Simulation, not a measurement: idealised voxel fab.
This is a process module. Its name is voxel wiring stack.
160 nm wide, 5 nm square cells: that's cross-section cut.
The cross-sections in this document take the form of a grid made of square cells. They are written out as bands, in order from top to bottom. Each band consists of one or more rows of cells. Each band's line starts with the height of the band's top and of its bottom, in nm. Then come its materials from left to right, each with its width in nm. One material with "throughout" fills the band from edge to edge. "empty" is empty space. Heights are reckoned from 0. Under this level, the received wafer is all of one material. The bottommost band is open-ended downward, for example "0..down". Read "30->40" as a graded width: first number on top, second number at the bottom, same change between each pair of neighbouring rows. "remained unchanged" for a step: no cell of the cross-section changed in that step. Empty spaces counting at least 8 cells and having no open way to the top are listed in "Sealed void list". The notation width x height at distance is used for each, the distance being from the left edge and all three values in nm. Note: text after step settings on the step line = simulator remark on that step. For masked steps, "overlay nm" on the step line gives how far right of plan the mask actually lay; a minus sign means it lay to the left. Reading key. Pairs: pre-step and post-step cross-section, one process step apart; post-step view only to lowest changed band. Step between + settings: beneath pair. Runs: pairs may be from different runs of this module, same starting wafer. Continuation from pair above: only where "Before-step section" entry says.

Before-step section
	0..down: Si throughout
	Sealed void list: none

Post-Step Cross-Section
	10..0: SiO2 throughout
	Everything below 0 is unchanged.
	Sealed void list: none
So what happened between those two cross-sections up there? CONFORMAL_DEP,material SiO2,thk nm 10

Before-step section: after-state, pair directly above.

Post-Step Cross-Section
	15..10: SiN throughout
	Everything below 10 is unchanged.
	Sealed void list: none
So what happened between those two cross-sections up there? CONFORMAL_DEP,material SiN,thk nm 5

Before-step section: after-state, pair directly above.

Post-Step Cross-Section
	35..15: SiO2 throughout
	Everything below 15 is unchanged.
	Sealed void list: none
So what happened between those two cross-sections up there? DIRECTIONAL_DEP,material SiO2,thk nm 20

Before-step section: after-state, pair directly above.

Post-Step Cross-Section
	50..35: aC throughout
	Everything below 35 is unchanged.
	Sealed void list: none
So what happened between those two cross-sections up there? DIRECTIONAL_DEP,material aC,thk nm 15

Before-step section: after-state, pair directly above.

Post-Step Cross-Section
	80..50: 45 of resist; 25 of empty; 20 of resist; 25 of empty; 45 of resist
	Everything below 50 is unchanged.
	Sealed void list: none
So what happened between those two cross-sections up there? PATTERN,tone open,mask id METAL_1,material resist,width nm 25,pitch nm 45,thk nm 30,overlay nm 0

Before-step section: after-state, pair directly above.

Post-Step Cross-Section
	65..50: 45 of resist; 25 of empty; 20 of resist; 25 of empty; 45 of resist
	50..35: 45 of aC; 25 of empty; 20 of aC; 25 of empty; 45 of aC
	Everything below 35 is unchanged.
	Sealed void list: none
So what happened between those two cross-sections up there? DIRECTIONAL_ETCH,etch materials aC,depth nm 15

Before-step section: after-state, pair directly above.

Post-Step Cross-Section
	50..35: 45 of aC; 25 of empty; 20 of aC; 25 of empty; 45 of aC
	Everything below 35 is unchanged.
	Sealed void list: none
So what happened between those two cross-sections up there? STRIP,etch materials resist

Before-step section: after-state, pair directly above.

Post-Step Cross-Section
	50..35: 45 of aC; 25 of empty; 20 of aC; 25 of empty; 45 of aC
	35..15: 45 of SiO2; 25 of empty; 20 of SiO2; 25 of empty; 45 of SiO2
	Everything below 15 is unchanged.
	Sealed void list: none
So what happened between those two cross-sections up there? DIRECTIONAL_ETCH,etch materials SiO2,depth nm 20

Before-step section: after-state, pair directly above.

Post-Step Cross-Section
	50..35: 45 of aC; 25 of empty; 20 of aC; 25 of empty; 45 of aC
	35..15: 45 of SiO2; 25 of empty; 20 of SiO2; 25 of empty; 45 of SiO2
	15..10: 45 of SiN; 25 of empty; 20 of SiN; 25 of empty; 45 of SiN
	Everything below 10 is unchanged.
	Sealed void list: none
So what happened between those two cross-sections up there? DIRECTIONAL_ETCH,etch materials SiN,depth nm 5

Before-step section: after-state, pair directly above.

Post-Step Cross-Section
	35..15: 45 of SiO2; 25 of empty; 20 of SiO2; 25 of empty; 45 of SiO2
	Everything below 15 is unchanged.
	Sealed void list: none
So what happened between those two cross-sections up there? STRIP,etch materials aC

Before-step section: after-state, pair directly above.

Post-Step Cross-Section
	40..35: 50 of TiN; 15 of empty; 30 of TiN; 15 of empty; 50 of TiN
	35..15: 45 of SiO2; 5 of TiN; 15 of empty; 5 of TiN; 20 of SiO2; 5 of TiN; 15 of empty; 5 of TiN; 45 of SiO2
	15..10: 45 of SiN; 25 of TiN; 20 of SiN; 25 of TiN; 45 of SiN
	Everything below 10 is unchanged.
	Sealed void list: none
So what happened between those two cross-sections up there? CONFORMAL_DEP,material TiN,thk nm 5

Before-step section: after-state, pair directly above.

Post-Step Cross-Section
	45..40: Ru throughout
	40..35: 50 of TiN; 15 of Ru; 30 of TiN; 15 of Ru; 50 of TiN
	35..15: 45 of SiO2; 5 of TiN; 15 of Ru; 5 of TiN; 20 of SiO2; 5 of TiN; 15 of Ru; 5 of TiN; 45 of SiO2
	Everything below 15 is unchanged.
	Sealed void list: none
So what happened between those two cross-sections up there? FILL_DEP,material Ru,thk nm 5

Before-step section: after-state, pair directly above.

Post-Step Cross-Section
	35..15: 45 of SiO2; 5 of TiN; 15 of Ru; 5 of TiN; 20 of SiO2; 5 of TiN; 15 of Ru; 5 of TiN; 45 of SiO2
	Everything below 15 is unchanged.
	Sealed void list: none
So what happened between those two cross-sections up there? CMP,height nm 35

Before-step section: after-state, pair directly above.

Post-Step Cross-Section
	40..35: SiCN throughout
	Everything below 35 is unchanged.
	Sealed void list: none
So what happened between those two cross-sections up there? CONFORMAL_DEP,material SiCN,thk nm 5

Before-step section: after-state, pair directly above.

Post-Step Cross-Section
	60..40: lowk throughout
	Everything below 40 is unchanged.
	Sealed void list: none
So what happened between those two cross-sections up there? DIRECTIONAL_DEP,material lowk,thk nm 20

Before-step section: after-state, pair directly above.

Post-Step Cross-Section
	70..60: aC throughout
	Everything below 60 is unchanged.
	Sealed void list: none
So what happened between those two cross-sections up there? DIRECTIONAL_DEP,material aC,thk nm 10

Before-step section: after-state, pair directly above.

Post-Step Cross-Section
	100..70: 45 of resist; 15 of empty; 100 of resist
	Everything below 70 is unchanged.
	Sealed void list: none
So what happened between those two cross-sections up there? PATTERN,tone open,mask id PLUG_1,material resist,width nm 15,thk nm 30,overlay nm 0

Before-step section: after-state, pair directly above.

Post-Step Cross-Section
	90..70: 45 of resist; 15 of empty; 100 of resist
	70..60: 45 of aC; 15 of empty; 100 of aC
	Everything below 60 is unchanged.
	Sealed void list: none
So what happened between those two cross-sections up there? DIRECTIONAL_ETCH,etch materials aC,depth nm 10

Before-step section: after-state, pair directly above.

Post-Step Cross-Section
	70..60: 45 of aC; 15 of empty; 100 of aC
	Everything below 60 is unchanged.
	Sealed void list: none
So what happened between those two cross-sections up there? STRIP,etch materials resist

Before-step section: after-state, pair directly above.

Post-Step Cross-Section
	70..60: 45 of aC; 15 of empty; 100 of aC
	60..40: 45 of lowk; 15 of empty; 100 of lowk
	Everything below 40 is unchanged.
	Sealed void list: none
So what happened between those two cross-sections up there? DIRECTIONAL_ETCH,etch materials lowk,depth nm 20

Before-step section: after-state, pair directly above.

Post-Step Cross-Section
	70..60: 45 of aC; 15 of empty; 100 of aC
	60..40: 45 of lowk; 15 of empty; 100 of lowk
	40..35: 45 of SiCN; 15 of empty; 100 of SiCN
	Everything below 35 is unchanged.
	Sealed void list: none
So what happened between those two cross-sections up there? DIRECTIONAL_ETCH,etch materials SiCN,depth nm 5

Before-step section: after-state, pair directly above.

Post-Step Cross-Section
	60..40: 45 of lowk; 15 of empty; 100 of lowk
	Everything below 40 is unchanged.
	Sealed void list: none
So what happened between those two cross-sections up there? STRIP,etch materials aC

Before-step section: after-state, pair directly above.

Post-Step Cross-Section
	60..45: 45 of lowk; 15 of empty; 100 of lowk
	45..40: 45 of lowk; 15 of Ru; 100 of lowk
	40..35: 45 of SiCN; 15 of Ru; 100 of SiCN
	Everything below 35 is unchanged.
	Sealed void list: none
So what happened between those two cross-sections up there? EPI,material Ru,thk nm 10

Before-step section: after-state, pair directly above.

Post-Step Cross-Section
	60..55: 45 of lowk; 15 of empty; 100 of lowk
	55..40: 45 of lowk; 15 of Ru; 100 of lowk
	Everything below 40 is unchanged.
	Sealed void list: none
So what happened between those two cross-sections up there? EPI,material Ru,thk nm 10

Before-step section: after-state, pair directly above.

Post-Step Cross-Section
	60..40: 45 of lowk; 15 of Ru; 100 of lowk
	Everything below 40 is unchanged.
	Sealed void list: none
So what happened between those two cross-sections up there? EPI,material Ru,thk nm 5

Before-step section: after-state, pair directly above.

Post-Step Cross-Section
	65..60: TiN throughout
	Everything below 60 is unchanged.
	Sealed void list: none
So what happened between those two cross-sections up there? DIRECTIONAL_DEP,material TiN,thk nm 5

Before-step section: after-state, pair directly above.

Post-Step Cross-Section
	85..65: Ru throughout
	Everything below 65 is unchanged.
	Sealed void list: none
So what happened between those two cross-sections up there? DIRECTIONAL_DEP,material Ru,thk nm 20

Before-step section: after-state, pair directly above.

Post-Step Cross-Section
	85..65: 45 of empty; 25 of Ru; 20 of empty; 25 of Ru; 45 of empty
	Everything below 65 is unchanged.
	Sealed void list: none
So what happened between those two cross-sections up there? MASKED_ETCH,tone cover,mask id METAL_2,width nm 25,pitch nm 45,etch materials Ru,depth nm 20,overlay nm 0

Before-step section: after-state, pair directly above.

Post-Step Cross-Section
	85..65: 45 of empty; 25 of Ru; 20 of empty; 25 of Ru; 45 of empty
	65..60: 45 of empty; 25 of TiN; 20 of empty; 25 of TiN; 45 of empty
	Everything below 60 is unchanged.
	Sealed void list: none
So what happened between those two cross-sections up there? MASKED_ETCH,tone cover,mask id METAL_2,width nm 25,pitch nm 45,etch materials TiN,depth nm 5,overlay nm 0

Before-step section: after-state, pair directly above.

Post-Step Cross-Section
	95..85: SiO2 throughout
	85..65: 45 of SiO2; 25 of Ru; 20 of SiO2; 25 of Ru; 45 of SiO2
	65..60: 45 of SiO2; 25 of TiN; 20 of SiO2; 25 of TiN; 45 of SiO2
	Everything below 60 is unchanged.
	Sealed void list: none
So what happened between those two cross-sections up there? FILL_DEP,material SiO2,thk nm 10

Before-step section: after-state, pair directly above.

Post-Step Cross-Section
	85..65: 45 of SiO2; 25 of Ru; 20 of SiO2; 25 of Ru; 45 of SiO2
	Everything below 65 is unchanged.
	Sealed void list: none
So what happened between those two cross-sections up there? CMP,height nm 85

Before-step section: after-state, pair directly above.

Post-Step Cross-Section
	90..85: SiCN throughout
	Everything below 85 is unchanged.
	Sealed void list: none
So what happened between those two cross-sections up there? CONFORMAL_DEP,material SiCN,thk nm 5

Before-step section: after-state, pair directly above.

Post-Step Cross-Section
	125..90: lowk throughout
	Everything below 90 is unchanged.
	Sealed void list: none
So what happened between those two cross-sections up there? DIRECTIONAL_DEP,material lowk,thk nm 35

Before-step section: after-state, pair directly above.

Post-Step Cross-Section
	140..125: aC throughout
	Everything below 125 is unchanged.
	Sealed void list: none
So what happened between those two cross-sections up there? DIRECTIONAL_DEP,material aC,thk nm 15

Before-step section: after-state, pair directly above.

Post-Step Cross-Section
	175..140: 45 of resist; 15 of empty; 100 of resist
	Everything below 140 is unchanged.
	Sealed void list: none
So what happened between those two cross-sections up there? PATTERN,tone open,mask id METAL_3_HOLES,material resist,width nm 15,thk nm 35,overlay nm 0

Before-step section: after-state, pair directly above.

Post-Step Cross-Section
	160..140: 45 of resist; 15 of empty; 100 of resist
	140..125: 45 of aC; 15 of empty; 100 of aC
	Everything below 125 is unchanged.
	Sealed void list: none
So what happened between those two cross-sections up there? DIRECTIONAL_ETCH,etch materials aC,depth nm 15

Before-step section: after-state, pair directly above.

Post-Step Cross-Section
	140..125: 45 of aC; 15 of empty; 100 of aC
	Everything below 125 is unchanged.
	Sealed void list: none
So what happened between those two cross-sections up there? STRIP,etch materials resist

Before-step section: after-state, pair directly above.

Post-Step Cross-Section
	140..125: 45 of aC; 15 of empty; 100 of aC
	125..90: 45 of lowk; 15 of empty; 100 of lowk
	Everything below 90 is unchanged.
	Sealed void list: none
So what happened between those two cross-sections up there? DIRECTIONAL_ETCH,etch materials lowk,depth nm 35

Before-step section: after-state, pair directly above.

Post-Step Cross-Section
	125..90: 45 of lowk; 15 of empty; 100 of lowk
	Everything below 90 is unchanged.
	Sealed void list: none
So what happened between those two cross-sections up there? STRIP,etch materials aC

Before-step section: after-state, pair directly above.

Post-Step Cross-Section
	145..125: 45 of resist; 25 of empty; 20 of resist; 25 of empty; 45 of resist
	Everything below 125 is unchanged.
	Sealed void list: none
So what happened between those two cross-sections up there? PATTERN,tone open,mask id METAL_3,material resist,width nm 25,pitch nm 45,thk nm 20,overlay nm 0

Before-step section: after-state, pair directly above.

Post-Step Cross-Section
	145..125: 45 of resist; 25 of empty; 20 of resist; 25 of empty; 45 of resist
	125..105: 45 of lowk; 25 of empty; 20 of lowk; 25 of empty; 45 of lowk
	Everything below 105 is unchanged.
	Sealed void list: none
So what happened between those two cross-sections up there? DIRECTIONAL_ETCH,etch materials lowk,depth nm 20

Before-step section: after-state, pair directly above.

Post-Step Cross-Section
	145..125: 45 of resist; 25 of empty; 20 of resist; 25 of empty; 45 of resist
	125..105: 45 of lowk; 25 of empty; 20 of lowk; 25 of empty; 45 of lowk
	105..90: 45 of lowk; 15 of empty; 100 of lowk
	90..85: 45 of SiCN; 15 of empty; 100 of SiCN
	Everything below 85 is unchanged.
	Sealed void list: none
So what happened between those two cross-sections up there? DIRECTIONAL_ETCH,etch materials SiCN,depth nm 5

Before-step section: after-state, pair directly above.

Post-Step Cross-Section
	125..105: 45 of lowk; 25 of empty; 20 of lowk; 25 of empty; 45 of lowk
	Everything below 105 is unchanged.
	Sealed void list: none
So what happened between those two cross-sections up there? STRIP,etch materials resist

Before-step section: after-state, pair directly above.

Post-Step Cross-Section
	130..125: 50 of TiN; 15 of empty; 30 of TiN; 15 of empty; 50 of TiN
	125..110: 45 of lowk; 5 of TiN; 15 of empty; 5 of TiN; 20 of lowk; 5 of TiN; 15 of empty; 5 of TiN; 45 of lowk
	110..105: 45 of lowk; 5 of TiN; 5 of empty; 15 of TiN; 20 of lowk; 25 of TiN; 45 of lowk
	105..90: 45 of lowk; 5 of TiN; 5 of empty; 5 of TiN; 100 of lowk
	90..85: 45 of SiCN; 15 of TiN; 100 of SiCN
	Everything below 85 is unchanged.
	Sealed void list: none
So what happened between those two cross-sections up there? CONFORMAL_DEP,material TiN,thk nm 5

Before-step section: after-state, pair directly above.

Post-Step Cross-Section
	140..130: Cu throughout
	130..125: 50 of TiN; 15 of Cu; 30 of TiN; 15 of Cu; 50 of TiN
	125..110: 45 of lowk; 5 of TiN; 15 of Cu; 5 of TiN; 20 of lowk; 5 of TiN; 15 of Cu; 5 of TiN; 45 of lowk
	110..105: 45 of lowk; 5 of TiN; 5 of Cu; 15 of TiN; 20 of lowk; 25 of TiN; 45 of lowk
	105..90: 45 of lowk; 5 of TiN; 5 of Cu; 5 of TiN; 100 of lowk
	Everything below 90 is unchanged.
	Sealed void list: none
So what happened between those two cross-sections up there? FILL_DEP,material Cu,thk nm 10

Before-step section: after-state, pair directly above.

Post-Step Cross-Section
	125..110: 45 of lowk; 5 of TiN; 15 of Cu; 5 of TiN; 20 of lowk; 5 of TiN; 15 of Cu; 5 of TiN; 45 of lowk
	Everything below 110 is unchanged.
	Sealed void list: none
So what happened between those two cross-sections up there? CMP,height nm 125

Before-step section: after-state, pair directly above.

Post-Step Cross-Section
	130..125: SiCN throughout
	Everything below 125 is unchanged.
	Sealed void list: none
So what happened between those two cross-sections up there? CONFORMAL_DEP,material SiCN,thk nm 5

Before-step section
	10..0: SiO2 throughout
	0..down: Si throughout
	Sealed void list: none

Post-Step Cross-Section
	30..0: SiO2 throughout
	Everything below 0 is unchanged.
	Sealed void list: none
So what happened between those two cross-sections up there? DIRECTIONAL_DEP,material SiO2,thk nm 20

Before-step section: after-state, pair directly above.

Post-Step Cross-Section
	45..30: aC throughout
	Everything below 30 is unchanged.
	Sealed void list: none
So what happened between those two cross-sections up there? DIRECTIONAL_DEP,material aC,thk nm 15

Before-step section: after-state, pair directly above.

Post-Step Cross-Section
	75..45: 45 of resist; 25 of empty; 20 of resist; 25 of empty; 45 of resist
	Everything below 45 is unchanged.
	Sealed void list: none
So what happened between those two cross-sections up there? PATTERN,tone open,mask id METAL_1,material resist,width nm 25,pitch nm 45,thk nm 30,overlay nm 0

Before-step section: after-state, pair directly above.

Post-Step Cross-Section
	60..45: 45 of resist; 25 of empty; 20 of resist; 25 of empty; 45 of resist
	45..30: 45 of aC; 25 of empty; 20 of aC; 25 of empty; 45 of aC
	Everything below 30 is unchanged.
	Sealed void list: none
So what happened between those two cross-sections up there? DIRECTIONAL_ETCH,etch materials aC,depth nm 15

Before-step section: after-state, pair directly above.

Post-Step Cross-Section
	45..30: 45 of aC; 25 of empty; 20 of aC; 25 of empty; 45 of aC
	Everything below 30 is unchanged.
	Sealed void list: none
So what happened between those two cross-sections up there? STRIP,etch materials resist

Before-step section: after-state, pair directly above.

Post-Step Cross-Section
	45..30: 45 of aC; 25 of empty; 20 of aC; 25 of empty; 45 of aC
	30..10: 45 of SiO2; 25 of empty; 20 of SiO2; 25 of empty; 45 of SiO2
	Everything below 10 is unchanged.
	Sealed void list: none
So what happened between those two cross-sections up there? DIRECTIONAL_ETCH,etch materials SiO2,depth nm 20

Before-step section: after-state, pair directly above.

Post-Step Cross-Section
	30..10: 45 of SiO2; 25 of empty; 20 of SiO2; 25 of empty; 45 of SiO2
	Everything below 10 is unchanged.
	Sealed void list: none
So what happened between those two cross-sections up there? STRIP,etch materials aC

Before-step section: after-state, pair directly above.

Post-Step Cross-Section
	35..30: 50 of TiN; 15 of empty; 30 of TiN; 15 of empty; 50 of TiN
	30..15: 45 of SiO2; 5 of TiN; 15 of empty; 5 of TiN; 20 of SiO2; 5 of TiN; 15 of empty; 5 of TiN; 45 of SiO2
	15..10: 45 of SiO2; 25 of TiN; 20 of SiO2; 25 of TiN; 45 of SiO2
	Everything below 10 is unchanged.
	Sealed void list: none
So what happened between those two cross-sections up there? CONFORMAL_DEP,material TiN,thk nm 5

Before-step section: after-state, pair directly above.

Post-Step Cross-Section
	40..35: Ru throughout
	35..30: 50 of TiN; 15 of Ru; 30 of TiN; 15 of Ru; 50 of TiN
	30..15: 45 of SiO2; 5 of TiN; 15 of Ru; 5 of TiN; 20 of SiO2; 5 of TiN; 15 of Ru; 5 of TiN; 45 of SiO2
	Everything below 15 is unchanged.
	Sealed void list: none
So what happened between those two cross-sections up there? FILL_DEP,material Ru,thk nm 5

Before-step section: after-state, pair directly above.

Post-Step Cross-Section
	35..30: 50 of TiN; 15 of Ru; 30 of TiN; 15 of Ru; 50 of TiN
	Everything below 30 is unchanged.
	Sealed void list: none
So what happened between those two cross-sections up there? CMP,height nm 35

Before-step section: after-state, pair directly above.

Post-Step Cross-Section
	40..35: SiCN throughout
	Everything below 35 is unchanged.
	Sealed void list: none
So what happened between those two cross-sections up there? CONFORMAL_DEP,material SiCN,thk nm 5

Before-step section: after-state, pair directly above.

Post-Step Cross-Section
	60..40: lowk throughout
	Everything below 40 is unchanged.
	Sealed void list: none
So what happened between those two cross-sections up there? DIRECTIONAL_DEP,material lowk,thk nm 20

Before-step section: after-state, pair directly above.

Post-Step Cross-Section
	70..60: aC throughout
	Everything below 60 is unchanged.
	Sealed void list: none
So what happened between those two cross-sections up there? DIRECTIONAL_DEP,material aC,thk nm 10

Before-step section: after-state, pair directly above.

Post-Step Cross-Section
	100..70: 45 of resist; 15 of empty; 100 of resist
	Everything below 70 is unchanged.
	Sealed void list: none
So what happened between those two cross-sections up there? PATTERN,tone open,mask id PLUG_1,material resist,width nm 15,thk nm 30,overlay nm 0

Before-step section: after-state, pair directly above.

Post-Step Cross-Section
	90..70: 45 of resist; 15 of empty; 100 of resist
	70..60: 45 of aC; 15 of empty; 100 of aC
	Everything below 60 is unchanged.
	Sealed void list: none
So what happened between those two cross-sections up there? DIRECTIONAL_ETCH,etch materials aC,depth nm 10

Before-step section: after-state, pair directly above.

Post-Step Cross-Section
	70..60: 45 of aC; 15 of empty; 100 of aC
	Everything below 60 is unchanged.
	Sealed void list: none
So what happened between those two cross-sections up there? STRIP,etch materials resist

Before-step section: after-state, pair directly above.

Post-Step Cross-Section
	70..60: 45 of aC; 15 of empty; 100 of aC
	60..40: 45 of lowk; 15 of empty; 100 of lowk
	Everything below 40 is unchanged.
	Sealed void list: none
So what happened between those two cross-sections up there? DIRECTIONAL_ETCH,etch materials lowk,depth nm 20

Before-step section: after-state, pair directly above.

Post-Step Cross-Section
	70..60: 45 of aC; 15 of empty; 100 of aC
	60..40: 45 of lowk; 15 of empty; 100 of lowk
	40..35: 45 of SiCN; 15 of empty; 100 of SiCN
	Everything below 35 is unchanged.
	Sealed void list: none
So what happened between those two cross-sections up there? DIRECTIONAL_ETCH,etch materials SiCN,depth nm 5

Before-step section: after-state, pair directly above.

Post-Step Cross-Section
	60..40: 45 of lowk; 15 of empty; 100 of lowk
	Everything below 40 is unchanged.
	Sealed void list: none
So what happened between those two cross-sections up there? STRIP,etch materials aC

Before-step section: after-state, pair directly above.

Post-Step Cross-Section
	60..45: 45 of lowk; 15 of empty; 100 of lowk
	45..40: 45 of lowk; 15 of Ru; 100 of lowk
	40..35: 45 of SiCN; 15 of Ru; 100 of SiCN
	Everything below 35 is unchanged.
	Sealed void list: none
So what happened between those two cross-sections up there? EPI,material Ru,thk nm 10

Before-step section: after-state, pair directly above.

Post-Step Cross-Section
	60..55: 45 of lowk; 15 of empty; 100 of lowk
	55..40: 45 of lowk; 15 of Ru; 100 of lowk
	Everything below 40 is unchanged.
	Sealed void list: none
So what happened between those two cross-sections up there? EPI,material Ru,thk nm 10

Before-step section: after-state, pair directly above.

Post-Step Cross-Section
	60..40: 45 of lowk; 15 of Ru; 100 of lowk
	Everything below 40 is unchanged.
	Sealed void list: none
So what happened between those two cross-sections up there? EPI,material Ru,thk nm 5

Before-step section: after-state, pair directly above.

Post-Step Cross-Section
	65..60: TiN throughout
	Everything below 60 is unchanged.
	Sealed void list: none
So what happened between those two cross-sections up there? DIRECTIONAL_DEP,material TiN,thk nm 5

Before-step section: after-state, pair directly above.

Post-Step Cross-Section
	85..65: Ru throughout
	Everything below 65 is unchanged.
	Sealed void list: none
So what happened between those two cross-sections up there? DIRECTIONAL_DEP,material Ru,thk nm 20

Before-step section: after-state, pair directly above.

Post-Step Cross-Section
	85..65: 45 of empty; 25 of Ru; 20 of empty; 25 of Ru; 45 of empty
	Everything below 65 is unchanged.
	Sealed void list: none
So what happened between those two cross-sections up there? MASKED_ETCH,tone cover,mask id METAL_2,width nm 25,pitch nm 45,etch materials Ru,depth nm 20,overlay nm 0

Before-step section: after-state, pair directly above.

Post-Step Cross-Section
	85..65: 45 of empty; 25 of Ru; 20 of empty; 25 of Ru; 45 of empty
	65..60: 45 of empty; 25 of TiN; 20 of empty; 25 of TiN; 45 of empty
	Everything below 60 is unchanged.
	Sealed void list: none
So what happened between those two cross-sections up there? MASKED_ETCH,tone cover,mask id METAL_2,width nm 25,pitch nm 45,etch materials TiN,depth nm 5,overlay nm 0

Before-step section: after-state, pair directly above.

Post-Step Cross-Section
	95..85: SiO2 throughout
	85..65: 45 of SiO2; 25 of Ru; 20 of SiO2; 25 of Ru; 45 of SiO2
	65..60: 45 of SiO2; 25 of TiN; 20 of SiO2; 25 of TiN; 45 of SiO2
	Everything below 60 is unchanged.
	Sealed void list: none
So what happened between those two cross-sections up there? FILL_DEP,material SiO2,thk nm 10

Before-step section: after-state, pair directly above.

Post-Step Cross-Section
	85..65: 45 of SiO2; 25 of Ru; 20 of SiO2; 25 of Ru; 45 of SiO2
	Everything below 65 is unchanged.
	Sealed void list: none
So what happened between those two cross-sections up there? CMP,height nm 85

Before-step section: after-state, pair directly above.

Post-Step Cross-Section
	90..85: SiCN throughout
	Everything below 85 is unchanged.
	Sealed void list: none
So what happened between those two cross-sections up there? CONFORMAL_DEP,material SiCN,thk nm 5

Before-step section: after-state, pair directly above.

Post-Step Cross-Section
	125..90: lowk throughout
	Everything below 90 is unchanged.
	Sealed void list: none
So what happened between those two cross-sections up there? DIRECTIONAL_DEP,material lowk,thk nm 35

Before-step section: after-state, pair directly above.

Post-Step Cross-Section
	140..125: aC throughout
	Everything below 125 is unchanged.
	Sealed void list: none
So what happened between those two cross-sections up there? DIRECTIONAL_DEP,material aC,thk nm 15

Before-step section: after-state, pair directly above.

Post-Step Cross-Section
	175..140: 45 of resist; 15 of empty; 100 of resist
	Everything below 140 is unchanged.
	Sealed void list: none
So what happened between those two cross-sections up there? PATTERN,tone open,mask id METAL_3_HOLES,material resist,width nm 15,thk nm 35,overlay nm 0

Before-step section: after-state, pair directly above.

Post-Step Cross-Section
	160..140: 45 of resist; 15 of empty; 100 of resist
	140..125: 45 of aC; 15 of empty; 100 of aC
	Everything below 125 is unchanged.
	Sealed void list: none
So what happened between those two cross-sections up there? DIRECTIONAL_ETCH,etch materials aC,depth nm 15

Before-step section: after-state, pair directly above.

Post-Step Cross-Section
	140..125: 45 of aC; 15 of empty; 100 of aC
	Everything below 125 is unchanged.
	Sealed void list: none
So what happened between those two cross-sections up there? STRIP,etch materials resist

Before-step section: after-state, pair directly above.

Post-Step Cross-Section
	140..125: 45 of aC; 15 of empty; 100 of aC
	125..90: 45 of lowk; 15 of empty; 100 of lowk
	Everything below 90 is unchanged.
	Sealed void list: none
So what happened between those two cross-sections up there? DIRECTIONAL_ETCH,etch materials lowk,depth nm 35

Before-step section: after-state, pair directly above.

Post-Step Cross-Section
	125..90: 45 of lowk; 15 of empty; 100 of lowk
	Everything below 90 is unchanged.
	Sealed void list: none
So what happened between those two cross-sections up there? STRIP,etch materials aC

Before-step section: after-state, pair directly above.

Post-Step Cross-Section
	145..125: 45 of resist; 25 of empty; 20 of resist; 25 of empty; 45 of resist
	Everything below 125 is unchanged.
	Sealed void list: none
So what happened between those two cross-sections up there? PATTERN,tone open,mask id METAL_3,material resist,width nm 25,pitch nm 45,thk nm 20,overlay nm 0

Before-step section: after-state, pair directly above.

Post-Step Cross-Section
	145..125: 45 of resist; 25 of empty; 20 of resist; 25 of empty; 45 of resist
	125..105: 45 of lowk; 25 of empty; 20 of lowk; 25 of empty; 45 of lowk
	Everything below 105 is unchanged.
	Sealed void list: none
So what happened between those two cross-sections up there? DIRECTIONAL_ETCH,etch materials lowk,depth nm 20

Before-step section: after-state, pair directly above.

Post-Step Cross-Section
	145..125: 45 of resist; 25 of empty; 20 of resist; 25 of empty; 45 of resist
	125..105: 45 of lowk; 25 of empty; 20 of lowk; 25 of empty; 45 of lowk
	105..90: 45 of lowk; 15 of empty; 100 of lowk
	90..85: 45 of SiCN; 15 of empty; 100 of SiCN
	Everything below 85 is unchanged.
	Sealed void list: none
So what happened between those two cross-sections up there? DIRECTIONAL_ETCH,etch materials SiCN,depth nm 5

Before-step section: after-state, pair directly above.

Post-Step Cross-Section
	125..105: 45 of lowk; 25 of empty; 20 of lowk; 25 of empty; 45 of lowk
	Everything below 105 is unchanged.
	Sealed void list: none
So what happened between those two cross-sections up there? STRIP,etch materials resist

Before-step section: after-state, pair directly above.

Post-Step Cross-Section
	130..125: 50 of TiN; 15 of empty; 30 of TiN; 15 of empty; 50 of TiN
	125..110: 45 of lowk; 5 of TiN; 15 of empty; 5 of TiN; 20 of lowk; 5 of TiN; 15 of empty; 5 of TiN; 45 of lowk
	110..105: 45 of lowk; 5 of TiN; 5 of empty; 15 of TiN; 20 of lowk; 25 of TiN; 45 of lowk
	105..90: 45 of lowk; 5 of TiN; 5 of empty; 5 of TiN; 100 of lowk
	90..85: 45 of SiCN; 15 of TiN; 100 of SiCN
	Everything below 85 is unchanged.
	Sealed void list: none
So what happened between those two cross-sections up there? CONFORMAL_DEP,material TiN,thk nm 5

Before-step section: after-state, pair directly above.

Post-Step Cross-Section
	140..130: Cu throughout
	130..125: 50 of TiN; 15 of Cu; 30 of TiN; 15 of Cu; 50 of TiN
	125..110: 45 of lowk; 5 of TiN; 15 of Cu; 5 of TiN; 20 of lowk; 5 of TiN; 15 of Cu; 5 of TiN; 45 of lowk
	110..105: 45 of lowk; 5 of TiN; 5 of Cu; 15 of TiN; 20 of lowk; 25 of TiN; 45 of lowk
	105..90: 45 of lowk; 5 of TiN; 5 of Cu; 5 of TiN; 100 of lowk
	Everything below 90 is unchanged.
	Sealed void list: none
So what happened between those two cross-sections up there? FILL_DEP,material Cu,thk nm 10

Before-step section: after-state, pair directly above.

Post-Step Cross-Section
	125..110: 45 of lowk; 5 of TiN; 15 of Cu; 5 of TiN; 20 of lowk; 5 of TiN; 15 of Cu; 5 of TiN; 45 of lowk
	Everything below 110 is unchanged.
	Sealed void list: none
So what happened between those two cross-sections up there? CMP,height nm 125

Before-step section: after-state, pair directly above.

Post-Step Cross-Section
	130..125: SiCN throughout
	Everything below 125 is unchanged.
	Sealed void list: none
So what happened between those two cross-sections up there? CONFORMAL_DEP,material SiCN,thk nm 5

Before-step section
	60..55: 45 of lowk; 15 of empty; 100 of lowk
	55..40: 45 of lowk; 15 of Ru; 100 of lowk
	40..35: 45 of SiCN; 15 of Ru; 100 of SiCN
	35..15: 45 of SiO2; 5 of TiN; 15 of Ru; 5 of TiN; 20 of SiO2; 5 of TiN; 15 of Ru; 5 of TiN; 45 of SiO2
	15..10: 45 of SiN; 25 of TiN; 20 of SiN; 25 of TiN; 45 of SiN
	10..0: SiO2 throughout
	0..down: Si throughout
	Sealed void list: none

Post-Step Cross-Section
	65..60: 40 of empty; 25 of Ru; 95 of empty
	60..40: 45 of lowk; 15 of Ru; 100 of lowk
	Everything below 40 is unchanged.
	Sealed void list: none
So what happened between those two cross-sections up there? EPI,material Ru,thk nm 10

Before-step section: after-state, pair directly above.

Post-Step Cross-Section
	70..60: 35 of empty; 35 of Ru; 90 of empty
	Everything below 60 is unchanged.
	Sealed void list: none
So what happened between those two cross-sections up there? EPI,material Ru,thk nm 5

Before-step section: after-state, pair directly above.

Post-Step Cross-Section
	75..70: 35 of empty; 35 of TiN; 90 of empty
	70..65: 35 of empty; 35 of Ru; 90 of empty
	65..60: 35 of TiN; 35 of Ru; 90 of TiN
	Everything below 60 is unchanged.
	Sealed void list: none
So what happened between those two cross-sections up there? DIRECTIONAL_DEP,material TiN,thk nm 5
